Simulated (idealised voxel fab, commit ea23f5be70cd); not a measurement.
Process module heading - voxel capacitor over wiring
Pictured: cross-section cut, 205 nm wide, on a grid of 5 nm square cells.
Cross-section spec: square-cell grid; bands listed top down; each band is one or more rows. Top, bottom (nm), then materials left to right with widths (nm); lone material tagged "full width" fills the whole band edge to edge; "blank" = empty space. Height is counted from the level 0, under which the received wafer is composed throughout of one material. The lowest of the bands is not closed at the bottom but continues downward, in the notation "z 0 and below". Think of "30..40" as a width that walks from the first number to the second as you go down the band, top row to bottom row, taking equal-sized steps from row to row. Where the words "no change" appear for a step, the cross-section shows no cell changed by that step; every cell remained as before. "Sealed internal voids" enumerates empty spaces isolated from the top, with no open way to it, that contain at least 8 cells, giving each as width x height at distance from the left edge, all three in nm. What comes after the settings on a step's line is commentary from the simulator itself on that step. Steps that use a mask can have "overlay nm" on their line. It says how far the mask sat to the right of where it was meant to be. Negative means to the left.
[Steps planned for the process]
1,RECEIVE [material Si]
2,CONFORMAL_DEP [material SiO2] [thk nm 10]
3,DIRECTIONAL_DEP [material TiN] [thk nm 5]
4,DIRECTIONAL_DEP [material W] [thk nm 15]
5,MASKED_ETCH [tone cover] [mask id METAL_1] [width nm 25] [pitch nm 90] [etch materials W] [depth nm 15] [overlay nm 0]
6,MASKED_ETCH [tone cover] [mask id METAL_1] [width nm 25] [pitch nm 90] [etch materials TiN] [depth nm 5] [overlay nm 0]
7,FILL_DEP [material lowk] [thk nm 10]
8,CMP [height nm 30]
9,CONFORMAL_DEP [material SiCN] [thk nm 5]
10,DIRECTIONAL_DEP [material SiO2] [thk nm 10]
11,DIRECTIONAL_DEP [material aC] [thk nm 15]
12,PATTERN [tone open] [mask id PLUG_1] [material resist] [width nm 15] [thk nm 30] [overlay nm 0]
13,DIRECTIONAL_ETCH [etch materials aC] [depth nm 15]
14,STRIP [etch materials resist]
15,DIRECTIONAL_ETCH [etch materials SiO2] [depth nm 10]
16,DIRECTIONAL_ETCH [etch materials SiCN] [depth nm 5]
17,STRIP [etch materials aC]
18,EPI [material Ru] [thk nm 10]
19,EPI [material Ru] [thk nm 5]
20,DIRECTIONAL_DEP [material TiN] [thk nm 10]
21,DIRECTIONAL_DEP [material SiN] [thk nm 5]
22,DIRECTIONAL_DEP [material TiN] [thk nm 5]
23,PATTERN [tone cover] [mask id UPPER_PLATE] [material resist] [width nm 70] [thk nm 15] [overlay nm 0]
24,DIRECTIONAL_ETCH [etch materials TiN] [depth nm 5]
25,DIRECTIONAL_ETCH [etch materials SiN] [depth nm 5]
26,STRIP [etch materials resist]
27,PATTERN [tone cover] [mask id LOWER_PLATE] [material resist] [width nm 80] [thk nm 15] [overlay nm 0]
28,DIRECTIONAL_ETCH [etch materials TiN] [depth nm 10]
29,STRIP [etch materials resist]
30,FILL_DEP [material SiO2] [thk nm 15]
31,CMP [height nm 75]
32,MASKED_ETCH [tone open] [mask id PLUG_2] [width nm 15] [etch materials SiO2] [depth nm 10] [overlay nm 0]
33,CONFORMAL_DEP [material TiN] [thk nm 5]
34,FILL_DEP [material Cu] [thk nm 5]
35,CMP [height nm 75]
36,CONFORMAL_DEP [material SiN] [thk nm 5]
[Cross-section of the wafer upon arrival, representing the state reached after step 1]
	z 0 and below  Si full width
	Sealed internal voids: none
[first wafer at the end, as planned]
	z 80 to 75  SiN full width
	z 75 to 70  SiO2=65 | TiN=5 | Cu=5 | TiN=5 | SiO2=125
	z 70 to 60  SiO2=65..55 | TiN=15..70 | SiO2=125..80
	z 60 to 55  SiO2=55 | SiN=70 | SiO2=80
	z 55 to 45  SiO2=50 | TiN=80 | SiO2=75
	z 45 to 35  SiO2=55 | Ru=15 | SiO2=135
	z 35 to 30  SiCN=55 | Ru=15 | SiCN=135
	z 30 to 15  lowk=45 | W=25 | lowk=65 | W=25 | lowk=45
	z 15 to 10  lowk=45 | TiN=25 | lowk=65 | TiN=25 | lowk=45
	z 10 to 0  SiO2 full width
	z 0 and below  Si full width
	Sealed internal voids: none
[End of module, second wafer, cross-section. Started like the first, planned like the first, run with one mistake]
	z 80 to 75  SiN full width
	z 75 to 70  SiO2=65 | TiN=5 | Cu=5 | TiN=5 | SiO2=125
	z 70 to 65  SiO2=65 | TiN=15 | SiO2=125
	z 65 to 60  SiO2 full width
	z 60 to 55  SiO2=55 | TiN=70 | SiO2=80
	z 55 to 45  SiO2=50 | TiN=80 | SiO2=75
	z 45 to 35  SiO2=55 | Ru=15 | SiO2=135
	z 35 to 30  SiCN=55 | Ru=15 | SiCN=135
	z 30 to 15  lowk=45 | W=25 | lowk=65 | W=25 | lowk=45
	z 15 to 10  lowk=45 | TiN=25 | lowk=65 | TiN=25 | lowk=45
	z 10 to 0  SiO2 full width
	z 0 and below  Si full width
	Sealed internal voids: none
Against the plan, the run slipped here: yeah, step 21 of the plan got skipped, never ran
Once processing is complete, comparing cell counts shows that the second wafer has more or fewer of certain materials than the first: 14 fewer of SiN; 14 more of SiO2
